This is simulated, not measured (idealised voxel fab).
The process module that follows is named voxel gate over fins.
Displayed cross-section: cut, width of 280 nm, square cells sized 5 nm.
Format of a cross-section: grid, square cells. Given as bands. Order: top down. Band: one or more rows of cells. For a band, the entry starts with two heights in nm, that of the top and then that of the bottom, and carries on with the band's materials in order from left to right, each alongside its width in nm; the word "throughout" beside a single material means it fills the band edge to edge, and "blank" means empty space. Counting heights begins at 0, where everything beneath is, in the wafer as received, one material. The lowest band has no bottom; it goes on downwards, as "0 and below" shows. It should be noted that a width expressed as "30..40" varies in equal increments from row to row of cells within the band, taking the value of the first number at the top row and that of the second number at the bottom row. Where a step carries "same as before", the cross-section came out of it unchanged, cell for cell. Sealed cavities: empty space of 8 cells or more with no open way to the top, each as width x height at its distance from the left edge, in nm. Whatever follows a step's settings on its line is a remark the simulator itself makes about that step. overlay nm: for a step with a mask, the amount by which the mask lay right of where it was planned; a negative amount means left of it.

The following list gives the planned process steps
1,RECEIVE,material Si
2,CONFORMAL_DEP,material SiN,thk nm 5
3,MASKED_ETCH,tone cover,mask id FINS,width nm 15,pitch nm 45,etch materials SiN,depth nm 5,overlay nm 0
4,MASKED_ETCH,tone cover,mask id FINS,width nm 15,pitch nm 45,etch materials Si,depth nm 30,overlay nm 0
5,FILL_DEP,material SiO2,thk nm 15
6,CMP,height nm -5
7,SELECTIVE_ETCH,etch materials SiO2,depth nm 15
8,STRIP,etch materials SiN
9,CONFORMAL_DEP,material HfO2,thk nm 5
10,CONFORMAL_DEP,material TiN,thk nm 5
11,FILL_DEP,material W,thk nm 10
12,CMP,height nm 15
13,CONFORMAL_DEP,material SiCN,thk nm 5
Quick note for whoever runs this: the wafers start identical, but the height nm at step 6 isn't the same across them. The plan just shows what the first wafer had.

Incoming state of the first of several wafers in cross-section: after step 1
- 0 and below  Si throughout
- Sealed cavities: none

Below is a per-wafer table. In it, each row describes the wafer at the end of the module by giving, for each material, the number of cells gained (+) or lost (-) since the wafer was received, and after that the closed voids of the wafer
height nm -5 | +80 HfO2 | -276 Si | +56 SiCN | +88 SiO2 | +80 TiN | +196 W | Sealed cavities: none
height nm 0 | +80 HfO2 | -264 Si | +56 SiCN | +132 SiO2 | +80 TiN | +140 W | Sealed cavities: none
height nm 5 | +72 HfO2 | -264 Si | +56 SiCN | +176 SiO2 | +72 TiN | +112 W | Sealed cavities: none
height nm 10 | +64 HfO2 | -264 Si | +56 SiCN | +220 SiO2 | +64 TiN | +84 W | Sealed cavities: none
height nm 15 | +56 HfO2 | -264 Si | +56 SiCN | +264 SiO2 | +56 TiN | +56 W | Sealed cavities: none
height nm 20 | +64 HfO2 | -264 Si | +56 SiCN | +308 SiO2 | +60 TiN | Sealed cavities: none
